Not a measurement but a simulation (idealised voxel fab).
The name of this process module is voxel lift off.
Shown is cross-section cut, with a width of 230 nm and square cells of size 5 nm.
Cross-section format: a grid of square cells, given as bands from top to bottom; each band is one or more rows of cells. Top height, bottom height, nm. Materials left to right, width each, nm. Single material + "all across" = fills band edge to edge. "blank" = empty. Heights from 0 (as-received wafer is one material below). Bottom band endless downward, as "top 0, no bottom". Width "30->40": first value at the band's top row of cells, second value at its bottom row, equal change from row to row. Reading "remains unaltered" for a step: not a cell of the cross-section changed in it. The entry titled "Voids, fully enclosed" provides the empty spaces that have no open way to the top, restricted to those of 8 cells or more. Each is presented as width x height at distance, the distance being measured from the left edge, with all three in nm. Heads up: the bit after the settings on a step's line is the simulator's remark on that step. Steps that use a mask can have "overlay nm" on their line. It says how far the mask sat to the right of where it was meant to be. Negative means to the left.
Process steps (planned):
- 1: RECEIVE [material Si]
- 2: CONFORMAL_DEP [material SiO2] [thk nm 10]
- 3: PATTERN [tone open] [mask id LINES] [material resist] [width nm 20] [pitch nm 35] [thk nm 20] [overlay nm -15]
- 4: DIRECTIONAL_DEP [material Ru] [thk nm 5]
- 5: STRIP [etch materials resist]
- 6: CONFORMAL_DEP [material SiO2] [thk nm 5]
All wafers enter the flow in the same state. The overlay nm at step 3 differs from wafer to wafer, and the plan gives the value for the first wafer.
Received wafers, first of several: cross-section after step 1:
	top 0, no bottom = Si all across
	Voids, fully enclosed: none
Take a look at the first of several wafers in cross-section: the module is done, and step 6 was its last step:
	top 20, bottom 15 = 30 blank, 30 SiO2, 5 blank, 30 SiO2, 5 blank, 30 SiO2, 5 blank, 30 SiO2, 65 blank
	top 15, bottom 10 = 35 SiO2, 20 Ru, 15 SiO2, 20 Ru, 15 SiO2, 20 Ru, 15 SiO2, 20 Ru, 70 SiO2
	top 10, bottom 0 = SiO2 all across
	top 0, no bottom = Si all across
	Voids, fully enclosed: none
Showing the last wafer in cross-section at the end of the module:
	top 20, bottom 15 = 60 blank, 30 SiO2, 5 blank, 30 SiO2, 5 blank, 30 SiO2, 5 blank, 30 SiO2, 35 blank
	top 15, bottom 10 = 65 SiO2, 20 Ru, 15 SiO2, 20 Ru, 15 SiO2, 20 Ru, 15 SiO2, 20 Ru, 40 SiO2
	top 10, bottom 0 = SiO2 all across
	top 0, no bottom = Si all across
	Voids, fully enclosed: none
End of module, by wafer: material-by-material cell gain (+) or loss (-) since receipt, then closed voids:
overlay nm -15; +16 Ru; +146 SiO2; Voids, fully enclosed: none
overlay nm -10; +16 Ru; +146 SiO2; Voids, fully enclosed: none
overlay nm -5; +16 Ru; +146 SiO2; Voids, fully enclosed: none
overlay nm 0; +16 Ru; +146 SiO2; Voids, fully enclosed: none
overlay nm 5; +16 Ru; +146 SiO2; Voids, fully enclosed: none
overlay nm 10; +16 Ru; +146 SiO2; Voids, fully enclosed: none
overlay nm 15; +16 Ru; +146 SiO2; Voids, fully enclosed: none
